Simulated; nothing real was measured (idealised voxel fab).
The following process module bears the name voxel trench capacitor.
Cross-sectional view cut (width: 175 nm; square cell size: 5 nm).
A cross-section is a grid of square cells, given in bands from the top down. A band is one or more rows of cells.
Band: top and bottom heights (nm) first, top before bottom; then materials from left to right, widths in nm. "edge to edge" marks a sole material filling the band edge to edge. "air" denotes empty space.
All heights in this document are referenced to 0, defined as the level beneath which the wafer, as received, consists entirely of one material. The lowest band is not bounded below; it extends indefinitely downward and is written in the form "top 0, no bottom".
The expression "30->40" gives the width at the extremes of the band, the first number at its top row of cells and the second at its bottom row, with the width changing by equal amounts from each row to the next in between.
"left unchanged", as given for a step, is the statement that not any cell of the cross-section underwent a change during that step.
What "Entrapped voids" gives you is every empty space of 8 cells or more that is cut off from the top. Each appears as width x height at distance, with the distance taken from the left edge and width, height and distance all in nm.
It should be noted that, on the line of a given step, the content following the step's settings is a remark produced by the simulator itself with respect to that step.
Steps that use a mask can have "overlay nm" on their line. It says how far the mask sat to the right of where it was meant to be. Negative means to the left.
The planned process steps are enumerated hereunder:
- 1: RECEIVE,material Si
- 2: CONFORMAL_DEP,material SiN,thk nm 10
- 3: DIRECTIONAL_DEP,material aC,thk nm 15
- 4: PATTERN,tone open,mask id TRENCH,material resist,width nm 25,pitch nm 55,thk nm 35,overlay nm 0
- 5: DIRECTIONAL_ETCH,etch materials aC,depth nm 15
- 6: STRIP,etch materials resist
- 7: DIRECTIONAL_ETCH,etch materials SiN,depth nm 10
- 8: DIRECTIONAL_ETCH,etch materials Si,depth nm 25
- 9: STRIP,etch materials aC
- 10: CONFORMAL_DEP,material Al2O3,thk nm 5
- 11: CONFORMAL_DEP,material TiN,thk nm 5
- 12: FILL_DEP,material W,thk nm 10
- 13: CMP,height nm 10
The first of a set of two wafers, run to plan:
Wafer as received: cross-section following step 1:
- top 0, no bottom = Si edge to edge
- Entrapped voids: none
The following cross-section depicts the wafer upon completion of step 2:
- top 10, bottom 0 = SiN edge to edge
- Below 0 it's all the same as before, nothing changed down there.
The following cross-section depicts the wafer upon completion of step 3:
- top 25, bottom 10 = aC edge to edge
- Below 10 it's all the same as before, nothing changed down there.
The following cross-section depicts the wafer upon completion of step 4:
- top 60, bottom 25 = resist: 45 | air: 25 | resist: 30 | air: 25 | resist: 50
- Below 25 it's all the same as before, nothing changed down there.
The following cross-section depicts the wafer upon completion of step 5:
- top 45, bottom 25 = resist: 45 | air: 25 | resist: 30 | air: 25 | resist: 50
- top 25, bottom 10 = aC: 45 | air: 25 | aC: 30 | air: 25 | aC: 50
- Below 10 it's all the same as before, nothing changed down there.
The following cross-section depicts the wafer upon completion of step 6:
- top 25, bottom 10 = aC: 45 | air: 25 | aC: 30 | air: 25 | aC: 50
- Below 10 it's all the same as before, nothing changed down there.
The following cross-section depicts the wafer upon completion of step 7:
- top 25, bottom 10 = aC: 45 | air: 25 | aC: 30 | air: 25 | aC: 50
- top 10, bottom 0 = SiN: 45 | air: 25 | SiN: 30 | air: 25 | SiN: 50
- Below 0 it's all the same as before, nothing changed down there.
The following cross-section depicts the wafer upon completion of step 8:
- top 25, bottom 10 = aC: 45 | air: 25 | aC: 30 | air: 25 | aC: 50
- top 10, bottom 0 = SiN: 45 | air: 25 | SiN: 30 | air: 25 | SiN: 50
- top 0, bottom -25 = Si: 45 | air: 25 | Si: 30 | air: 25 | Si: 50
- Below -25 it's all the same as before, nothing changed down there.
The following cross-section depicts the wafer upon completion of step 9:
- top 10, bottom 0 = SiN: 45 | air: 25 | SiN: 30 | air: 25 | SiN: 50
- Below 0 it's all the same as before, nothing changed down there.
The following cross-section depicts the wafer upon completion of step 10:
- top 15, bottom 10 = Al2O3: 50 | air: 15 | Al2O3: 40 | air: 15 | Al2O3: 55
- top 10, bottom 0 = SiN: 45 | Al2O3: 5 | air: 15 | Al2O3: 5 | SiN: 30 | Al2O3: 5 | air: 15 | Al2O3: 5 | SiN: 50
- top 0, bottom -20 = Si: 45 | Al2O3: 5 | air: 15 | Al2O3: 5 | Si: 30 | Al2O3: 5 | air: 15 | Al2O3: 5 | Si: 50
- top -20, bottom -25 = Si: 45 | Al2O3: 25 | Si: 30 | Al2O3: 25 | Si: 50
- Below -25 it's all the same as before, nothing changed down there.
The following cross-section depicts the wafer upon completion of step 11:
- top 20, bottom 15 = TiN: 55 | air: 5 | TiN: 50 | air: 5 | TiN: 60
- top 15, bottom 10 = Al2O3: 50 | TiN: 5 | air: 5 | TiN: 5 | Al2O3: 40 | TiN: 5 | air: 5 | TiN: 5 | Al2O3: 55
- top 10, bottom 0 = SiN: 45 | Al2O3: 5 | TiN: 5 | air: 5 | TiN: 5 | Al2O3: 5 | SiN: 30 | Al2O3: 5 | TiN: 5 | air: 5 | TiN: 5 | Al2O3: 5 | SiN: 50
- top 0, bottom -15 = Si: 45 | Al2O3: 5 | TiN: 5 | air: 5 | TiN: 5 | Al2O3: 5 | Si: 30 | Al2O3: 5 | TiN: 5 | air: 5 | TiN: 5 | Al2O3: 5 | Si: 50
- top -15, bottom -20 = Si: 45 | Al2O3: 5 | TiN: 15 | Al2O3: 5 | Si: 30 | Al2O3: 5 | TiN: 15 | Al2O3: 5 | Si: 50
- Below -20 it's all the same as before, nothing changed down there.
The following cross-section depicts the wafer upon completion of step 12:
- top 30, bottom 20 = W edge to edge
- top 20, bottom 15 = TiN: 55 | W: 5 | TiN: 50 | W: 5 | TiN: 60
- top 15, bottom 10 = Al2O3: 50 | TiN: 5 | W: 5 | TiN: 5 | Al2O3: 40 | TiN: 5 | W: 5 | TiN: 5 | Al2O3: 55
- top 10, bottom 0 = SiN: 45 | Al2O3: 5 | TiN: 5 | W: 5 | TiN: 5 | Al2O3: 5 | SiN: 30 | Al2O3: 5 | TiN: 5 | W: 5 | TiN: 5 | Al2O3: 5 | SiN: 50
- top 0, bottom -15 = Si: 45 | Al2O3: 5 | TiN: 5 | W: 5 | TiN: 5 | Al2O3: 5 | Si: 30 | Al2O3: 5 | TiN: 5 | W: 5 | TiN: 5 | Al2O3: 5 | Si: 50
- Below -15 it's all the same as before, nothing changed down there.
The following cross-section depicts the wafer upon completion of step 13:
- top 10, bottom 0 = SiN: 45 | Al2O3: 5 | TiN: 5 | W: 5 | TiN: 5 | Al2O3: 5 | SiN: 30 | Al2O3: 5 | TiN: 5 | W: 5 | TiN: 5 | Al2O3: 5 | SiN: 50
- Below 0 it's all the same as before, nothing changed down there.
Notes, second wafer: start = first wafer's, plan = first wafer's, execution had one mistake; history identical to first through step 7:
Second wafer, cut view, end of step 8 per plan:
- top 25, bottom 10 = aC: 45 | air: 25 | aC: 30 | air: 25 | aC: 50
- top 10, bottom 0 = SiN: 45 | air: 25 | SiN: 30 | air: 25 | SiN: 50
- top 0, bottom -30 = Si: 45 | air: 25 | Si: 30 | air: 25 | Si: 50
- Below -30 it's all the same as before, nothing changed down there.
Second wafer, cut view, end of step 9 per plan:
- top 10, bottom 0 = SiN: 45 | air: 25 | SiN: 30 | air: 25 | SiN: 50
- Below 0 it's all the same as before, nothing changed down there.
Second wafer, cut view, end of step 10 per plan:
- top 15, bottom 10 = Al2O3: 50 | air: 15 | Al2O3: 40 | air: 15 | Al2O3: 55
- top 10, bottom 0 = SiN: 45 | Al2O3: 5 | air: 15 | Al2O3: 5 | SiN: 30 | Al2O3: 5 | air: 15 | Al2O3: 5 | SiN: 50
- top 0, bottom -25 = Si: 45 | Al2O3: 5 | air: 15 | Al2O3: 5 | Si: 30 | Al2O3: 5 | air: 15 | Al2O3: 5 | Si: 50
- top -25, bottom -30 = Si: 45 | Al2O3: 25 | Si: 30 | Al2O3: 25 | Si: 50
- Below -30 it's all the same as before, nothing changed down there.
Second wafer, cut view, end of step 11 per plan:
- top 20, bottom 15 = TiN: 55 | air: 5 | TiN: 50 | air: 5 | TiN: 60
- top 15, bottom 10 = Al2O3: 50 | TiN: 5 | air: 5 | TiN: 5 | Al2O3: 40 | TiN: 5 | air: 5 | TiN: 5 | Al2O3: 55
- top 10, bottom 0 = SiN: 45 | Al2O3: 5 | TiN: 5 | air: 5 | TiN: 5 | Al2O3: 5 | SiN: 30 | Al2O3: 5 | TiN: 5 | air: 5 | TiN: 5 | Al2O3: 5 | SiN: 50
- top 0, bottom -20 = Si: 45 | Al2O3: 5 | TiN: 5 | air: 5 | TiN: 5 | Al2O3: 5 | Si: 30 | Al2O3: 5 | TiN: 5 | air: 5 | TiN: 5 | Al2O3: 5 | Si: 50
- top -20, bottom -25 = Si: 45 | Al2O3: 5 | TiN: 15 | Al2O3: 5 | Si: 30 | Al2O3: 5 | TiN: 15 | Al2O3: 5 | Si: 50
- Below -25 it's all the same as before, nothing changed down there.
Second wafer, cut view, end of step 12 per plan:
- top 30, bottom 20 = W edge to edge
- top 20, bottom 15 = TiN: 55 | W: 5 | TiN: 50 | W: 5 | TiN: 60
- top 15, bottom 10 = Al2O3: 50 | TiN: 5 | W: 5 | TiN: 5 | Al2O3: 40 | TiN: 5 | W: 5 | TiN: 5 | Al2O3: 55
- top 10, bottom 0 = SiN: 45 | Al2O3: 5 | TiN: 5 | W: 5 | TiN: 5 | Al2O3: 5 | SiN: 30 | Al2O3: 5 | TiN: 5 | W: 5 | TiN: 5 | Al2O3: 5 | SiN: 50
- top 0, bottom -20 = Si: 45 | Al2O3: 5 | TiN: 5 | W: 5 | TiN: 5 | Al2O3: 5 | Si: 30 | Al2O3: 5 | TiN: 5 | W: 5 | TiN: 5 | Al2O3: 5 | Si: 50
- Below -20 it's all the same as before, nothing changed down there.
Second wafer, cut view, end of step 13 per plan:
- top 10, bottom 0 = SiN: 45 | Al2O3: 5 | TiN: 5 | W: 5 | TiN: 5 | Al2O3: 5 | SiN: 30 | Al2O3: 5 | TiN: 5 | W: 5 | TiN: 5 | Al2O3: 5 | SiN: 50
- Below 0 it's all the same as before, nothing changed down there.
Plan not followed: so step 8 ended up running with a different setting than we planned, it ran as DIRECTIONAL_ETCH,etch materials Si,depth nm 30
Heads up, by the end the second wafer has more or fewer cells of some materials compared to the first: 4 more of Al2O3 | 10 fewer of Si | 4 more of TiN | 2 more of W
